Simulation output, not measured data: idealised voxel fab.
The name of this process module is voxel spacer lines.
Each square cell in cross-section cut measures 5 nm, and the section as a whole is 150 nm wide.
If you're reading a cross-section in this doc, picture square cells in a grid; it comes to you as bands, top ones listed first down to the bottom, and a band can be one or more rows of cells. The band entry comprises the height of the band's top followed by the height of its bottom, expressed in nm, and subsequently the band's materials from left to right, each stated together with its width in nm. Where a single material is marked with the word "throughout", that material fills the band from edge to edge. The word "air" represents empty space. The level at which height equals 0 is the one under which the wafer, as it arrives, is entirely one material. No lower edge exists for the bottom band, which continues downward and is notated as in "top 0, no bottom". Quick explanation for "30 to 40": the width changes in equal steps down the rows of cells, from the first number in the band's top row to the second number in its bottom row. Where a step carries "no change", the cross-section came out of it unchanged, cell for cell. Each empty space that has no open way to the top and spans at least 8 cells appears under "Fully sealed voids" as width x height at distance, the distance counted from the left edge, all in nm. That trailing text on a step's line, after the settings, is the simulator's own remark on the step. "overlay nm" on a masked step: distance the mask lay right of its planned place, negative for left.
The planned process steps are enumerated hereunder:
| 1 | RECEIVE [material Si] |
| 2 | CONFORMAL_DEP [material Al2O3] [thk nm 10] |
| 3 | DIRECTIONAL_DEP [material SiN] [thk nm 10] |
| 4 | DIRECTIONAL_DEP [material polySi] [thk nm 25] |
| 5 | PATTERN [tone cover] [mask id MANDREL] [material resist] [width nm 15] [pitch nm 60] [thk nm 30] [overlay nm 0] |
| 6 | DIRECTIONAL_ETCH [etch materials polySi] [depth nm 25] |
| 7 | STRIP [etch materials resist] |
| 8 | CONFORMAL_DEP [material SiO2] [thk nm 15] |
| 9 | DIRECTIONAL_ETCH [etch materials SiO2] [depth nm 15] |
| 10 | STRIP [etch materials polySi] |
| 11 | DIRECTIONAL_ETCH [etch materials SiN] [depth nm 10] |
| 12 | STRIP [etch materials SiO2] |
| 13 | FILL_DEP [material SiO2] [thk nm 10] |
| 14 | CMP [height nm 20] |
as received, after step 1:
  top 0, no bottom  Si throughout
  Fully sealed voids: none
As-planned run: cross-section of the first of two wafers at end of module:
  top 20, bottom 10  SiO2: 20, then SiN: 15, then SiO2: 15, then SiN: 15, then SiO2: 15, then SiN: 15, then SiO2: 15, then SiN: 15, then SiO2: 25
  top 10, bottom 0  Al2O3 throughout
  top 0, no bottom  Si throughout
  Fully sealed voids: none
Here is the second of the two wafers cut open at the end of the module - same start, same plan as the first one, but we made one mistake running it:
  top 20, bottom 10  SiO2: 20, then SiN: 15, then SiO2: 20, then SiN: 15, then SiO2: 10, then SiN: 15, then SiO2: 20, then SiN: 15, then SiO2: 20
  top 10, bottom 0  Al2O3 throughout
  top 0, no bottom  Si throughout
  Fully sealed voids: none
It is concluded that the wafer was processed incorrectly with respect to the plan, in that step 5 ran differently from the plan; actual operation with settings: PATTERN [tone cover] [mask id MANDREL] [material resist] [width nm 20] [pitch nm 60] [thk nm 30] [overlay nm 0]
Final state: per-material cell counts identical on both wafers; locations differ.
